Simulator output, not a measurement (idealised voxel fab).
Process module under the name voxel released beams
Pictured: cross-section cut, 260 nm wide, on a grid of 5 nm square cells.
For the purposes of this document, a cross-section shall be understood as a grid of square cells, specified as bands listed in top-to-bottom order, each band consisting of one or more rows of cells. Within each band entry, the heights of the top and of the bottom of the band appear first, in that order and in nm; the materials of the band then follow from left to right, each with its corresponding width in nm. The designation "edge to edge" on a single material indicates that it fills the band from edge to edge; the designation "blank" indicates empty space. Ref level 0: as-received wafer is one material below here. Bottom band extends down with no lower bound ("z 0 and below"). Graded width ("30 to 40"): value in top row of band = first number; value in bottom row = second number; row-to-row change constant. The cross-section has no changed cell in any step marked "nothing altered". Empty spaces counting at least 8 cells and having no open way to the top are listed in "Enclosed empty spaces". The notation width x height at distance is used for each, the distance being from the left edge and all three values in nm. Where a step's line continues beyond its settings, the continuation is a remark by the simulator itself on that step. overlay nm, on a step with a mask: how far to the right of its planned place the mask lay; to the left if negative.

The following list gives the planned process steps:
1: op RECEIVE | material Si
2: op CONFORMAL_DEP | material Al2O3 | thk nm 5
3: op DIRECTIONAL_DEP | material SiO2 | thk nm 10
4: op PATTERN | tone open | mask id ANCHOR | material resist | width nm 25 | thk nm 20 | overlay nm 0
5: op DIRECTIONAL_ETCH | etch materials SiO2 | depth nm 10
6: op STRIP | etch materials resist
7: op CONFORMAL_DEP | material SiN | thk nm 10
8: op DIRECTIONAL_DEP | material aC | thk nm 15
9: op PATTERN | tone cover | mask id BEAM | material resist | width nm 90 | thk nm 35 | overlay nm 0
10: op DIRECTIONAL_ETCH | etch materials aC | depth nm 15
11: op STRIP | etch materials resist
12: op DIRECTIONAL_ETCH | etch materials SiN | depth nm 10
13: op STRIP | etch materials aC
14: op STRIP | etch materials SiO2
Don't read the plan's width nm for step 4 as applying to every wafer: that's the first wafer's value, and the wafers differ in it, though they all start identical.

Incoming state of the first of several wafers in cross-section: after step 1:
z 0 and below = Si edge to edge
Enclosed empty spaces: none

Every row in this table is a wafer at the end of the module, and it gives, for each of the materials, the cells that wafer has gained (+) or lost (-) since it was received, then its closed voids:
width nm 25, +52 Al2O3, +44 SiN, Enclosed empty spaces: none
width nm 30, +52 Al2O3, +44 SiN, Enclosed empty spaces: none
width nm 35, +52 Al2O3, +44 SiN, Enclosed empty spaces: none
width nm 40, +52 Al2O3, +44 SiN, Enclosed empty spaces: none
width nm 45, +52 Al2O3, +44 SiN, Enclosed empty spaces: none
width nm 50, +52 Al2O3, +44 SiN, Enclosed empty spaces: none
